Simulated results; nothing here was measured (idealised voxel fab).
Process module name: voxel released beams
Xsec cut, 200 nm wide, square cell size 5 nm.
A cross-section is written here as square cells arranged in a grid, and it is given in bands from the top down, each band taking up one or more rows of cells.
What a band's entry tells you: where the top is and where the bottom is, as heights in nm, and after that what lies inside, material by material from left to right, each with its width in nm. Empty space is written as the word "blank", and a single material marked with the word "all across" occupies the band from edge to edge.
Heights from 0 (as-received wafer is one material below). Bottom band endless downward, as "from 0 down".
Graded width ("30->40"): value in top row of band = first number; value in bottom row = second number; row-to-row change constant.
Reading "nothing was modified" for a step: not a cell of the cross-section changed in it.
"Enclosed cavities" lists enclosed empty spaces (at least 8 cells, no open path upward to the top), each as width x height at distance from the left edge, in nm.
Whatever follows a step's settings on its line is a remark the simulator itself makes about that step.
"overlay nm", when on a step's line for a step with a mask, measures how far to the right of its planned place the mask lay; a negative measure means to the left.

Steps planned for the process:
step 1: RECEIVE with material Si
step 2: CONFORMAL_DEP with material SiN, thk nm 5
step 3: DIRECTIONAL_DEP with material SiO2, thk nm 20
step 4: PATTERN with tone open, mask id ANCHOR, material resist, width nm 35, thk nm 15, overlay nm 0
step 5: DIRECTIONAL_ETCH with etch materials SiO2, depth nm 20
step 6: STRIP with etch materials resist
step 7: CONFORMAL_DEP with material polySi, thk nm 15
step 8: DIRECTIONAL_DEP with material aC, thk nm 15
step 9: PATTERN with tone cover, mask id BEAM, material resist, width nm 110, thk nm 30, overlay nm 0
step 10: DIRECTIONAL_ETCH with etch materials aC, depth nm 15
step 11: STRIP with etch materials resist
step 12: DIRECTIONAL_ETCH with etch materials polySi, depth nm 15
step 13: STRIP with etch materials aC
step 14: STRIP with etch materials SiO2

Wafer as received: cross-section following step 1:
from 0 down | Si all across
Enclosed cavities: none

Here's the cross-section of the first of our two wafers at the end of the module - it ran as planned:
from 40 to 25 | blank (40), then polySi (20), then blank (5), then polySi (85), then blank (50)
from 25 to 20 | blank (45), then polySi (15), then blank (5), then polySi (15), then blank (120)
from 20 to 5 | blank (45), then polySi (35), then blank (120)
from 5 to 0 | SiN all across
from 0 down | Si all across
Enclosed cavities: none

Wafer two cross-section, module end. Start and plan unchanged from wafer one; one mistake made during the run:
from 40 to 30 | blank (40), then polySi (20), then blank (5), then polySi (85), then blank (50)
from 30 to 25 | polySi (60), then blank (5), then polySi (135)
from 25 to 20 | SiO2 (45), then polySi (15), then blank (5), then polySi (15), then SiO2 (120)
from 20 to 5 | SiO2 (45), then polySi (35), then SiO2 (120)
from 5 to 0 | SiN all across
from 0 down | Si all across
Enclosed cavities: none
Diagnosis: rather than as planned, step 12 actually ran as DIRECTIONAL_ETCH with etch materials polySi, depth nm 10
Final wafer comparison in cells, second versus first, more or fewer per material: SiO2 +132, polySi +18
